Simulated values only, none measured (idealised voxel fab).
Presented below is a process module, voxel trench capacitor.
Section cut is 245 nm wide and gridded with 5 nm square cells.
The cross-sections in this document take the form of a grid made of square cells. They are written out as bands, in order from top to bottom. Each band consists of one or more rows of cells. First you get the band's top height and its bottom height, in nm, and then the materials it's made of, left to right, with each width in nm. If you see a single material with "full width", that one covers the band edge to edge. "blank" is empty space. Counting heights begins at 0, where everything beneath is, in the wafer as received, one material. The lowest band has no bottom; it goes on downwards, as "0 and below" shows. A two-number width, for instance "30 to 40", indicates that the width is equal to the first number in the top row of the band and to the second number in the bottom row, and that it changes by a constant amount per row of cells. Step marked "no modification"? Then no cell in the cross-section changed in it. You'll see "Sealed voids" listing empty spaces that have no way open to the top, as long as they're 8 cells or more; the notation is width x height at distance, where the distance is from the left edge, and all of it is in nm. after a step's settings: what the simulator itself notes on the step. overlay nm: step with mask; distance mask lay right of planned place; negative value = left of planned place.
## Below is the list of planned process steps
1. RECEIVE: material Si
2. CONFORMAL_DEP: material SiN, thk nm 5
3. DIRECTIONAL_DEP: material aC, thk nm 10
4. PATTERN: tone open, mask id TRENCH, material resist, width nm 25, pitch nm 40, thk nm 25, overlay nm 0
5. DIRECTIONAL_ETCH: etch materials aC, depth nm 10
6. STRIP: etch materials resist
7. DIRECTIONAL_ETCH: etch materials SiN, depth nm 5
8. DIRECTIONAL_ETCH: etch materials Si, depth nm 30
9. STRIP: etch materials aC
10. CONFORMAL_DEP: material HfO2, thk nm 5
11. CONFORMAL_DEP: material TiN, thk nm 5
12. FILL_DEP: material W, thk nm 5
13. CMP: height nm 5
## As-received state of the wafer in cross-section, equivalent to post-step 1
0 and below: Si full width
Sealed voids: none
## Cross-section at module end, one run error; start and plan unchanged from above
5 down to 0: SiN: 70, then TiN: 5, then HfO2: 5, then W: 5, then HfO2: 5, then TiN: 5, then SiN: 15, then TiN: 5, then HfO2: 5, then W: 5, then HfO2: 5, then TiN: 5, then SiN: 15, then TiN: 5, then HfO2: 5, then W: 5, then HfO2: 5, then TiN: 5, then SiN: 70
0 down to -20: Si: 70, then TiN: 5, then HfO2: 5, then W: 5, then HfO2: 5, then TiN: 5, then Si: 15, then TiN: 5, then HfO2: 5, then W: 5, then HfO2: 5, then TiN: 5, then Si: 15, then TiN: 5, then HfO2: 5, then W: 5, then HfO2: 5, then TiN: 5, then Si: 70
-20 down to -25: Si: 70, then TiN: 5, then HfO2: 15, then TiN: 5, then Si: 15, then TiN: 5, then HfO2: 15, then TiN: 5, then Si: 15, then TiN: 5, then HfO2: 15, then TiN: 5, then Si: 70
-25 down to -30: Si: 70, then TiN: 25, then Si: 15, then TiN: 25, then Si: 15, then TiN: 25, then Si: 70
-30 and below: Si full width
Sealed voids: none
Which mistake was made when the wafer was run? the run placed steps 10 and 11 each in the position the plan gave to the other
